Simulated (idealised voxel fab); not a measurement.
Module name: voxel transistor to metal (process module)
The width of the displayed cross-section, cut, is 175 nm; its cells are square, with a size of 5 nm.
Heads up, the way a cross-section reads in here is a grid of square cells, handed over as bands from the top down, with every band being one or more rows of cells.
What a band's entry tells you: where the top is and where the bottom is, as heights in nm, and after that what lies inside, material by material from left to right, each with its width in nm. Empty space is written as the word "air", and a single material marked with the word "everywhere" occupies the band from edge to edge.
Ref level 0: as-received wafer is one material below here. Bottom band extends down with no lower bound ("from 0 down").
Top row gets the first number, bottom row gets the second, and each row in between changes by the same step: that is how a band width like "30..40" works.
Step note "no alteration" = no cross-section cell changed.
Under "Fully enclosed voids" you'll find the enclosed gaps, the ones with no way out to the top, that are 8 cells or bigger; each reads width x height at distance, with distance counted from the left edge, everything in nm.
Formally, on a step line, whatever follows the settings is a remark that the simulator itself makes on the step.
The setting "overlay nm" may be written on the line of a step. When the step uses a mask, the value reports how far to the right of the planned place the mask lay, and a negative value reports that it lay to the left.

-- plan
1) RECEIVE,material Si
2) OXIDIZE,depth nm 5
3) CONFORMAL_DEP,material SiN,thk nm 15
4) DIRECTIONAL_DEP,material aC,thk nm 10
5) PATTERN,tone cover,mask id ACTIVE,material resist,width nm 105,thk nm 30,overlay nm 0
6) DIRECTIONAL_ETCH,etch materials aC,depth nm 10
7) STRIP,etch materials resist
8) DIRECTIONAL_ETCH,etch materials SiN,depth nm 15
9) DIRECTIONAL_ETCH,etch materials SiO2,depth nm 5
10) DIRECTIONAL_ETCH,etch materials Si,depth nm 35
11) STRIP,etch materials aC
12) OXIDIZE,depth nm 5
13) FILL_DEP,material SiO2,thk nm 5
14) CMP,height nm 15
15) SELECTIVE_ETCH,etch materials SiO2,depth nm 5
16) STRIP,etch materials SiN
17) SELECTIVE_ETCH,etch materials SiO2,depth nm 5
18) OXIDIZE,depth nm 5
19) DIRECTIONAL_DEP,material polySi,thk nm 25
20) DIRECTIONAL_DEP,material SiCN,thk nm 10
21) PATTERN,tone cover,mask id GATE,material resist,width nm 15,thk nm 20,overlay nm 0
22) DIRECTIONAL_ETCH,etch materials SiCN,depth nm 20
23) DIRECTIONAL_ETCH,etch materials polySi,depth nm 35
24) STRIP,etch materials resist
25) CONFORMAL_DEP,material SiO2,thk nm 5
26) DIRECTIONAL_ETCH,etch materials SiO2,depth nm 5
27) CONFORMAL_DEP,material SiN,thk nm 5
28) DIRECTIONAL_ETCH,etch materials SiN,depth nm 5
29) DIRECTIONAL_ETCH,etch materials SiO2,depth nm 5
30) DIRECTIONAL_ETCH,etch materials Si,depth nm 5
31) EPI,material pSi,thk nm 5
32) FILL_DEP,material SiO2,thk nm 5
33) CMP,height nm 30
34) DIRECTIONAL_DEP,material SiO2,thk nm 15
35) DIRECTIONAL_DEP,material aC,thk nm 10
36) PATTERN,tone open,mask id CONTACT,material resist,width nm 30,pitch nm 55,thk nm 30,overlay nm 0
37) DIRECTIONAL_ETCH,etch materials aC,depth nm 10
38) STRIP,etch materials resist
39) DIRECTIONAL_ETCH,etch materials SiO2,depth nm 55
40) STRIP,etch materials aC
41) CONFORMAL_DEP,material TiN,thk nm 5
42) FILL_DEP,material W,thk nm 5
43) CMP,height nm 45
44) CONFORMAL_DEP,material SiN,thk nm 5
45) DIRECTIONAL_DEP,material SiO2,thk nm 15
46) PATTERN,tone open,mask id METAL_1,material resist,width nm 20,pitch nm 65,thk nm 20,overlay nm 0
47) DIRECTIONAL_ETCH,etch materials SiO2,depth nm 15
48) DIRECTIONAL_ETCH,etch materials SiN,depth nm 5
49) STRIP,etch materials resist
50) CONFORMAL_DEP,material TiN,thk nm 5
51) FILL_DEP,material Ru,thk nm 5
52) CMP,height nm 65
53) EPI,material Ru,thk nm 5
54) FILL_DEP,material SiCN,thk nm 5

-- The first of the two wafers, which ran as planned

-- Incoming wafer in cross-section (state: after step 1)
	from 0 down: Si everywhere
	Fully enclosed voids: none

-- So this is the wafer cross-section right after step 2
	from 0 to -5: SiO2 everywhere
	Under the height -5 nothing was changed.

-- So this is the wafer cross-section right after step 3
	from 15 to 0: SiN everywhere
	Under the height 0 nothing was changed.

-- So this is the wafer cross-section right after step 4
	from 25 to 15: aC everywhere
	Under the height 15 nothing was changed.

-- So this is the wafer cross-section right after step 5
	from 55 to 25: 35 air; 105 resist; 35 air
	Under the height 25 nothing was changed.

-- So this is the wafer cross-section right after step 6
	from 45 to 25: 35 air; 105 resist; 35 air
	from 25 to 15: 35 air; 105 aC; 35 air
	Under the height 15 nothing was changed.

-- So this is the wafer cross-section right after step 7
	from 25 to 15: 35 air; 105 aC; 35 air
	Under the height 15 nothing was changed.

-- So this is the wafer cross-section right after step 8
	from 25 to 15: 35 air; 105 aC; 35 air
	from 15 to 0: 35 air; 105 SiN; 35 air
	Under the height 0 nothing was changed.

-- So this is the wafer cross-section right after step 9
	from 25 to 15: 35 air; 105 aC; 35 air
	from 15 to 0: 35 air; 105 SiN; 35 air
	from 0 to -5: 35 air; 105 SiO2; 35 air
	Under the height -5 nothing was changed.

-- So this is the wafer cross-section right after step 10
	from 25 to 15: 35 air; 105 aC; 35 air
	from 15 to 0: 35 air; 105 SiN; 35 air
	from 0 to -5: 35 air; 105 SiO2; 35 air
	from -5 to -40: 35 air; 105 Si; 35 air
	Under the height -40 nothing was changed.

-- So this is the wafer cross-section right after step 11
	from 15 to 0: 35 air; 105 SiN; 35 air
	Under the height 0 nothing was changed.

-- So this is the wafer cross-section right after step 12
	from 15 to 0: 35 air; 105 SiN; 35 air
	from 0 to -5: 35 air; 105 SiO2; 35 air
	from -5 to -40: 35 air; 5 SiO2; 95 Si; 5 SiO2; 35 air
	from -40 to -45: 40 SiO2; 95 Si; 40 SiO2
	Under the height -45 nothing was changed.

-- So this is the wafer cross-section right after step 13
	from 20 to 15: SiO2 everywhere
	from 15 to 0: 35 SiO2; 105 SiN; 35 SiO2
	from 0 to -5: SiO2 everywhere
	from -5 to -45: 40 SiO2; 95 Si; 40 SiO2
	Under the height -45 nothing was changed.

-- So this is the wafer cross-section right after step 14
	from 15 to 0: 35 SiO2; 105 SiN; 35 SiO2
	Under the height 0 nothing was changed.

-- So this is the wafer cross-section right after step 15
	from 15 to 10: 35 air; 105 SiN; 35 air
	Under the height 10 nothing was changed.

-- So this is the wafer cross-section right after step 16
	from 10 to 0: 35 SiO2; 105 air; 35 SiO2
	Under the height 0 nothing was changed.

-- So this is the wafer cross-section right after step 17
	from 5 to -5: 30 SiO2; 115 air; 30 SiO2
	Under the height -5 nothing was changed.

-- So this is the wafer cross-section right after step 18
	from 5 to -5: 30 SiO2; 115 air; 30 SiO2
	from -5 to -10: SiO2 everywhere
	Under the height -10 nothing was changed.

-- So this is the wafer cross-section right after step 19
	from 30 to 20: 30 polySi; 115 air; 30 polySi
	from 20 to 5: polySi everywhere
	from 5 to -5: 30 SiO2; 115 polySi; 30 SiO2
	Under the height -5 nothing was changed.

-- So this is the wafer cross-section right after step 20
	from 40 to 30: 30 SiCN; 115 air; 30 SiCN
	from 30 to 20: 30 polySi; 115 SiCN; 30 polySi
	Under the height 20 nothing was changed.

-- So this is the wafer cross-section right after step 21
	from 60 to 40: 80 air; 15 resist; 80 air
	from 40 to 30: 30 SiCN; 50 air; 15 resist; 50 air; 30 SiCN
	Under the height 30 nothing was changed.

-- So this is the wafer cross-section right after step 22
	from 60 to 30: 80 air; 15 resist; 80 air
	from 30 to 20: 30 polySi; 50 air; 15 SiCN; 50 air; 30 polySi
	Under the height 20 nothing was changed.

-- So this is the wafer cross-section right after step 23
	from 60 to 30: 80 air; 15 resist; 80 air
	from 30 to 20: 80 air; 15 SiCN; 80 air
	from 20 to 5: 80 air; 15 polySi; 80 air
	from 5 to -5: 30 SiO2; 50 air; 15 polySi; 50 air; 30 SiO2
	Under the height -5 nothing was changed.

-- So this is the wafer cross-section right after step 24
	from 30 to 20: 80 air; 15 SiCN; 80 air
	Under the height 20 nothing was changed.

-- So this is the wafer cross-section right after step 25
	from 35 to 30: 75 air; 25 SiO2; 75 air
	from 30 to 20: 75 air; 5 SiO2; 15 SiCN; 5 SiO2; 75 air
	from 20 to 10: 75 air; 5 SiO2; 15 polySi; 5 SiO2; 75 air
	from 10 to 0: 35 SiO2; 40 air; 5 SiO2; 15 polySi; 5 SiO2; 40 air; 35 SiO2
	from 0 to -5: 80 SiO2; 15 polySi; 80 SiO2
	Under the height -5 nothing was changed.

-- So this is the wafer cross-section right after step 26
	from 30 to 20: 75 air; 5 SiO2; 15 SiCN; 5 SiO2; 75 air
	from 20 to 5: 75 air; 5 SiO2; 15 polySi; 5 SiO2; 75 air
	from 5 to -5: 35 SiO2; 40 air; 5 SiO2; 15 polySi; 5 SiO2; 40 air; 35 SiO2
	Under the height -5 nothing was changed.

-- So this is the wafer cross-section right after step 27
	from 35 to 30: 70 air; 35 SiN; 70 air
	from 30 to 20: 70 air; 5 SiN; 5 SiO2; 15 SiCN; 5 SiO2; 5 SiN; 70 air
	from 20 to 10: 70 air; 5 SiN; 5 SiO2; 15 polySi; 5 SiO2; 5 SiN; 70 air
	from 10 to 5: 40 SiN; 30 air; 5 SiN; 5 SiO2; 15 polySi; 5 SiO2; 5 SiN; 30 air; 40 SiN
	from 5 to 0: 35 SiO2; 5 SiN; 30 air; 5 SiN; 5 SiO2; 15 polySi; 5 SiO2; 5 SiN; 30 air; 5 SiN; 35 SiO2
	from 0 to -5: 35 SiO2; 40 SiN; 5 SiO2; 15 polySi; 5 SiO2; 40 SiN; 35 SiO2
	Under the height -5 nothing was changed.

-- So this is the wafer cross-section right after step 28
	from 30 to 20: 70 air; 5 SiN; 5 SiO2; 15 SiCN; 5 SiO2; 5 SiN; 70 air
	from 20 to 5: 70 air; 5 SiN; 5 SiO2; 15 polySi; 5 SiO2; 5 SiN; 70 air
	from 5 to -5: 35 SiO2; 5 SiN; 30 air; 5 SiN; 5 SiO2; 15 polySi; 5 SiO2; 5 SiN; 30 air; 5 SiN; 35 SiO2
	Under the height -5 nothing was changed.

-- So this is the wafer cross-section right after step 29
	from 30 to 25: 70 air; 5 SiN; 5 air; 15 SiCN; 5 air; 5 SiN; 70 air
	from 25 to 20: 70 air; 5 SiN; 5 SiO2; 15 SiCN; 5 SiO2; 5 SiN; 70 air
	from 20 to 5: 70 air; 5 SiN; 5 SiO2; 15 polySi; 5 SiO2; 5 SiN; 70 air
	from 5 to 0: 35 air; 5 SiN; 30 air; 5 SiN; 5 SiO2; 15 polySi; 5 SiO2; 5 SiN; 30 air; 5 SiN; 35 air
	from 0 to -5: 35 SiO2; 5 SiN; 30 air; 5 SiN; 5 SiO2; 15 polySi; 5 SiO2; 5 SiN; 30 air; 5 SiN; 35 SiO2
	from -5 to -10: 40 SiO2; 30 air; 35 SiO2; 30 air; 40 SiO2
	Under the height -10 nothing was changed.

-- So this is the wafer cross-section right after step 30
	from 30 to 25: 70 air; 5 SiN; 5 air; 15 SiCN; 5 air; 5 SiN; 70 air
	from 25 to 20: 70 air; 5 SiN; 5 SiO2; 15 SiCN; 5 SiO2; 5 SiN; 70 air
	from 20 to 5: 70 air; 5 SiN; 5 SiO2; 15 polySi; 5 SiO2; 5 SiN; 70 air
	from 5 to 0: 35 air; 5 SiN; 30 air; 5 SiN; 5 SiO2; 15 polySi; 5 SiO2; 5 SiN; 30 air; 5 SiN; 35 air
	from 0 to -5: 35 SiO2; 5 SiN; 30 air; 5 SiN; 5 SiO2; 15 polySi; 5 SiO2; 5 SiN; 30 air; 5 SiN; 35 SiO2
	from -5 to -10: 40 SiO2; 30 air; 35 SiO2; 30 air; 40 SiO2
	from -10 to -15: 40 SiO2; 30 air; 35 Si; 30 air; 40 SiO2
	Under the height -15 nothing was changed.

-- So this is the wafer cross-section right after step 31
	from 30 to 25: 70 air; 5 SiN; 5 air; 15 SiCN; 5 air; 5 SiN; 70 air
	from 25 to 20: 70 air; 5 SiN; 5 SiO2; 15 SiCN; 5 SiO2; 5 SiN; 70 air
	from 20 to 5: 70 air; 5 SiN; 5 SiO2; 15 polySi; 5 SiO2; 5 SiN; 70 air
	from 5 to 0: 35 air; 5 SiN; 30 air; 5 SiN; 5 SiO2; 15 polySi; 5 SiO2; 5 SiN; 30 air; 5 SiN; 35 air
	from 0 to -5: 35 SiO2; 5 SiN; 30 air; 5 SiN; 5 SiO2; 15 polySi; 5 SiO2; 5 SiN; 30 air; 5 SiN; 35 SiO2
	from -5 to -10: 40 SiO2; 25 air; 5 pSi; 35 SiO2; 5 pSi; 25 air; 40 SiO2
	from -10 to -15: 40 SiO2; 30 pSi; 35 Si; 30 pSi; 40 SiO2
	Under the height -15 nothing was changed.

-- So this is the wafer cross-section right after step 32
	from 35 to 30: SiO2 everywhere
	from 30 to 20: 70 SiO2; 5 SiN; 5 SiO2; 15 SiCN; 5 SiO2; 5 SiN; 70 SiO2
	from 20 to 5: 70 SiO2; 5 SiN; 5 SiO2; 15 polySi; 5 SiO2; 5 SiN; 70 SiO2
	from 5 to -5: 35 SiO2; 5 SiN; 30 SiO2; 5 SiN; 5 SiO2; 15 polySi; 5 SiO2; 5 SiN; 30 SiO2; 5 SiN; 35 SiO2
	from -5 to -10: 65 SiO2; 5 pSi; 35 SiO2; 5 pSi; 65 SiO2
	Under the height -10 nothing was changed.

-- So this is the wafer cross-section right after step 33
	from 30 to 20: 70 SiO2; 5 SiN; 5 SiO2; 15 SiCN; 5 SiO2; 5 SiN; 70 SiO2
	Under the height 20 nothing was changed.

-- So this is the wafer cross-section right after step 34
	from 45 to 30: SiO2 everywhere
	Under the height 30 nothing was changed.

-- So this is the wafer cross-section right after step 35
	from 55 to 45: aC everywhere
	Under the height 45 nothing was changed.

-- So this is the wafer cross-section right after step 36
	from 85 to 55: 45 resist; 30 air; 25 resist; 30 air; 45 resist
	Under the height 55 nothing was changed.

-- So this is the wafer cross-section right after step 37
	from 75 to 55: 45 resist; 30 air; 25 resist; 30 air; 45 resist
	from 55 to 45: 45 aC; 30 air; 25 aC; 30 air; 45 aC
	Under the height 45 nothing was changed.

-- So this is the wafer cross-section right after step 38
	from 55 to 45: 45 aC; 30 air; 25 aC; 30 air; 45 aC
	Under the height 45 nothing was changed.

-- So this is the wafer cross-section right after step 39
	from 55 to 45: 45 aC; 30 air; 25 aC; 30 air; 45 aC
	from 45 to 30: 45 SiO2; 30 air; 25 SiO2; 30 air; 45 SiO2
	from 30 to 20: 45 SiO2; 25 air; 5 SiN; 5 SiO2; 15 SiCN; 5 SiO2; 5 SiN; 25 air; 45 SiO2
	from 20 to 5: 45 SiO2; 25 air; 5 SiN; 5 SiO2; 15 polySi; 5 SiO2; 5 SiN; 25 air; 45 SiO2
	from 5 to -5: 35 SiO2; 5 SiN; 5 SiO2; 25 air; 5 SiN; 5 SiO2; 15 polySi; 5 SiO2; 5 SiN; 25 air; 5 SiO2; 5 SiN; 35 SiO2
	from -5 to -10: 45 SiO2; 20 air; 5 pSi; 35 SiO2; 5 pSi; 20 air; 45 SiO2
	Under the height -10 nothing was changed.

-- So this is the wafer cross-section right after step 40
	from 45 to 30: 45 SiO2; 30 air; 25 SiO2; 30 air; 45 SiO2
	Under the height 30 nothing was changed.

-- So this is the wafer cross-section right after step 41
	from 50 to 45: 50 TiN; 20 air; 35 TiN; 20 air; 50 TiN
	from 45 to 35: 45 SiO2; 5 TiN; 20 air; 5 TiN; 25 SiO2; 5 TiN; 20 air; 5 TiN; 45 SiO2
	from 35 to 30: 45 SiO2; 5 TiN; 15 air; 10 TiN; 25 SiO2; 10 TiN; 15 air; 5 TiN; 45 SiO2
	from 30 to 20: 45 SiO2; 5 TiN; 15 air; 5 TiN; 5 SiN; 5 SiO2; 15 SiCN; 5 SiO2; 5 SiN; 5 TiN; 15 air; 5 TiN; 45 SiO2
	from 20 to 5: 45 SiO2; 5 TiN; 15 air; 5 TiN; 5 SiN; 5 SiO2; 15 polySi; 5 SiO2; 5 SiN; 5 TiN; 15 air; 5 TiN; 45 SiO2
	from 5 to -5: 35 SiO2; 5 SiN; 5 SiO2; 5 TiN; 15..10 air; 5..10 TiN; 5 SiN; 5 SiO2; 15 polySi; 5 SiO2; 5 SiN; 5..10 TiN; 15..10 air; 5 TiN; 5 SiO2; 5 SiN; 35 SiO2
	from -5 to -10: 45 SiO2; 20 TiN; 5 pSi; 35 SiO2; 5 pSi; 20 TiN; 45 SiO2
	Under the height -10 nothing was changed.

-- So this is the wafer cross-section right after step 42
	from 55 to 50: W everywhere
	from 50 to 45: 50 TiN; 20 W; 35 TiN; 20 W; 50 TiN
	from 45 to 35: 45 SiO2; 5 TiN; 20 W; 5 TiN; 25 SiO2; 5 TiN; 20 W; 5 TiN; 45 SiO2
	from 35 to 30: 45 SiO2; 5 TiN; 15 W; 10 TiN; 25 SiO2; 10 TiN; 15 W; 5 TiN; 45 SiO2
	from 30 to 20: 45 SiO2; 5 TiN; 15 W; 5 TiN; 5 SiN; 5 SiO2; 15 SiCN; 5 SiO2; 5 SiN; 5 TiN; 15 W; 5 TiN; 45 SiO2
	from 20 to 5: 45 SiO2; 5 TiN; 15 W; 5 TiN; 5 SiN; 5 SiO2; 15 polySi; 5 SiO2; 5 SiN; 5 TiN; 15 W; 5 TiN; 45 SiO2
	from 5 to -5: 35 SiO2; 5 SiN; 5 SiO2; 5 TiN; 15..10 W; 5..10 TiN; 5 SiN; 5 SiO2; 15 polySi; 5 SiO2; 5 SiN; 5..10 TiN; 15..10 W; 5 TiN; 5 SiO2; 5 SiN; 35 SiO2
	Under the height -5 nothing was changed.

-- So this is the wafer cross-section right after step 43
	from 45 to 35: 45 SiO2; 5 TiN; 20 W; 5 TiN; 25 SiO2; 5 TiN; 20 W; 5 TiN; 45 SiO2
	Under the height 35 nothing was changed.

-- So this is the wafer cross-section right after step 44
	from 50 to 45: SiN everywhere
	Under the height 45 nothing was changed.

-- So this is the wafer cross-section right after step 45
	from 65 to 50: SiO2 everywhere
	Under the height 50 nothing was changed.

-- So this is the wafer cross-section right after step 46
	from 85 to 65: 45 resist; 20 air; 45 resist; 20 air; 45 resist
	Under the height 65 nothing was changed.

-- So this is the wafer cross-section right after step 47
	from 85 to 65: 45 resist; 20 air; 45 resist; 20 air; 45 resist
	from 65 to 50: 45 SiO2; 20 air; 45 SiO2; 20 air; 45 SiO2
	Under the height 50 nothing was changed.

-- So this is the wafer cross-section right after step 48
	from 85 to 65: 45 resist; 20 air; 45 resist; 20 air; 45 resist
	from 65 to 50: 45 SiO2; 20 air; 45 SiO2; 20 air; 45 SiO2
	from 50 to 45: 45 SiN; 20 air; 45 SiN; 20 air; 45 SiN
	Under the height 45 nothing was changed.

-- So this is the wafer cross-section right after step 49
	from 65 to 50: 45 SiO2; 20 air; 45 SiO2; 20 air; 45 SiO2
	Under the height 50 nothing was changed.

-- So this is the wafer cross-section right after step 50
	from 70 to 65: 50 TiN; 10 air; 55 TiN; 10 air; 50 TiN
	from 65 to 50: 45 SiO2; 5 TiN; 10 air; 5 TiN; 45 SiO2; 5 TiN; 10 air; 5 TiN; 45 SiO2
	from 50 to 45: 45 SiN; 20 TiN; 45 SiN; 20 TiN; 45 SiN
	Under the height 45 nothing was changed.

-- So this is the wafer cross-section right after step 51
	from 75 to 70: Ru everywhere
	from 70 to 65: 50 TiN; 10 Ru; 55 TiN; 10 Ru; 50 TiN
	from 65 to 50: 45 SiO2; 5 TiN; 10 Ru; 5 TiN; 45 SiO2; 5 TiN; 10 Ru; 5 TiN; 45 SiO2
	Under the height 50 nothing was changed.

-- So this is the wafer cross-section right after step 52
	from 65 to 50: 45 SiO2; 5 TiN; 10 Ru; 5 TiN; 45 SiO2; 5 TiN; 10 Ru; 5 TiN; 45 SiO2
	Under the height 50 nothing was changed.

-- So this is the wafer cross-section right after step 53
	from 70 to 65: 40 air; 30 Ru; 35 air; 30 Ru; 40 air
	Under the height 65 nothing was changed.

-- So this is the wafer cross-section right after step 54
	from 75 to 70: SiCN everywhere
	from 70 to 65: 40 SiCN; 30 Ru; 35 SiCN; 30 Ru; 40 SiCN
	Under the height 65 nothing was changed.

-- Notes, second wafer: start = first wafer's, plan = first wafer's, execution had one mistake; history identical to first through step 45

-- Second wafer at the planned finish of step 46, seen in cross-section
	from 85 to 65: 55 resist; 20 air; 45 resist; 20 air; 35 resist
	Under the height 65 nothing was changed.

-- Second wafer at the planned finish of step 47, seen in cross-section
	from 85 to 65: 55 resist; 20 air; 45 resist; 20 air; 35 resist
	from 65 to 50: 55 SiO2; 20 air; 45 SiO2; 20 air; 35 SiO2
	Under the height 50 nothing was changed.

-- Second wafer at the planned finish of step 48, seen in cross-section
	from 85 to 65: 55 resist; 20 air; 45 resist; 20 air; 35 resist
	from 65 to 50: 55 SiO2; 20 air; 45 SiO2; 20 air; 35 SiO2
	from 50 to 45: 55 SiN; 20 air; 45 SiN; 20 air; 35 SiN
	Under the height 45 nothing was changed.

-- Second wafer at the planned finish of step 49, seen in cross-section
	from 65 to 50: 55 SiO2; 20 air; 45 SiO2; 20 air; 35 SiO2
	Under the height 50 nothing was changed.

-- Second wafer at the planned finish of step 50, seen in cross-section
	from 70 to 65: 60 TiN; 10 air; 55 TiN; 10 air; 40 TiN
	from 65 to 50: 55 SiO2; 5 TiN; 10 air; 5 TiN; 45 SiO2; 5 TiN; 10 air; 5 TiN; 35 SiO2
	from 50 to 45: 55 SiN; 20 TiN; 45 SiN; 20 TiN; 35 SiN
	Under the height 45 nothing was changed.

-- Second wafer at the planned finish of step 51, seen in cross-section
	from 75 to 70: Ru everywhere
	from 70 to 65: 60 TiN; 10 Ru; 55 TiN; 10 Ru; 40 TiN
	from 65 to 50: 55 SiO2; 5 TiN; 10 Ru; 5 TiN; 45 SiO2; 5 TiN; 10 Ru; 5 TiN; 35 SiO2
	Under the height 50 nothing was changed.

-- Second wafer at the planned finish of step 52, seen in cross-section
	from 65 to 50: 55 SiO2; 5 TiN; 10 Ru; 5 TiN; 45 SiO2; 5 TiN; 10 Ru; 5 TiN; 35 SiO2
	Under the height 50 nothing was changed.

-- Second wafer at the planned finish of step 53, seen in cross-section
	from 70 to 65: 50 air; 30 Ru; 35 air; 30 Ru; 30 air
	Under the height 65 nothing was changed.

-- Second wafer at the planned finish of step 54, seen in cross-section
	from 75 to 70: SiCN everywhere
	from 70 to 65: 50 SiCN; 30 Ru; 35 SiCN; 30 Ru; 30 SiCN
	Under the height 65 nothing was changed.
So what did we get wrong on this run? step 46 ran as: PATTERN,tone open,mask id METAL_1,material resist,width nm 20,pitch nm 65,thk nm 20,overlay nm 10
By the end, you'd get the same cell count for each material on either wafer, but the second wafer puts them somewhere else.
